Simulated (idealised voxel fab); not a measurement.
process module | voxel lift off
cross-section cut | 215 nm wide | cells 5 nm
A cross-section is a grid of square cells, given in bands from the top down. A band is one or more rows of cells.
Each band's line starts with the height of the band's top and of its bottom, in nm. Then come its materials from left to right, each with its width in nm. One material with "throughout" fills the band from edge to edge. "air" is empty space.
Height 0 is the level under which the wafer as received is all one material. The lowest band goes on downwards, as in "0 down".
A width such as "30 to 40" changes by the same amount from each row of cells to the next, from the band's top row to its bottom row.
"no change" after a step means that no cell of the cross-section changed.
closed voids: empty space of 8 cells or more with no open way to the top, each as width x height at its distance from the left edge, in nm
after a step's settings: what the simulator itself notes on the step
overlay nm, on a step with a mask: how far to the right of its planned place the mask lay; to the left if negative
plan
1 op RECEIVE | material Si
2 op CONFORMAL_DEP | material SiN | thk nm 5
3 op PATTERN | tone open | mask id LINES | material resist | width nm 20 | pitch nm 45 | thk nm 20 | overlay nm 0
4 op DIRECTIONAL_DEP | material Ru | thk nm 5
5 op STRIP | etch materials resist
6 op CONFORMAL_DEP | material SiCN | thk nm 5
as received, after step 1
  0 down: Si throughout
  closed voids: none
a wafer at the end: this start, this plan, one mistake
  25 to 20: air 45 | SiCN 30 | air 15 | SiCN 30 | air 15 | SiCN 30 | air 50
  20 to 10: air 45 | SiCN 5 | Ru 20 | SiCN 5 | air 15 | SiCN 5 | Ru 20 | SiCN 5 | air 15 | SiCN 5 | Ru 20 | SiCN 5 | air 50
  10 to 5: SiCN 50 | Ru 20 | SiCN 25 | Ru 20 | SiCN 25 | Ru 20 | SiCN 55
  5 to 0: SiN throughout
  0 down: Si throughout
  closed voids: none
what went wrong: step 4 ran as: op DIRECTIONAL_DEP | material Ru | thk nm 15
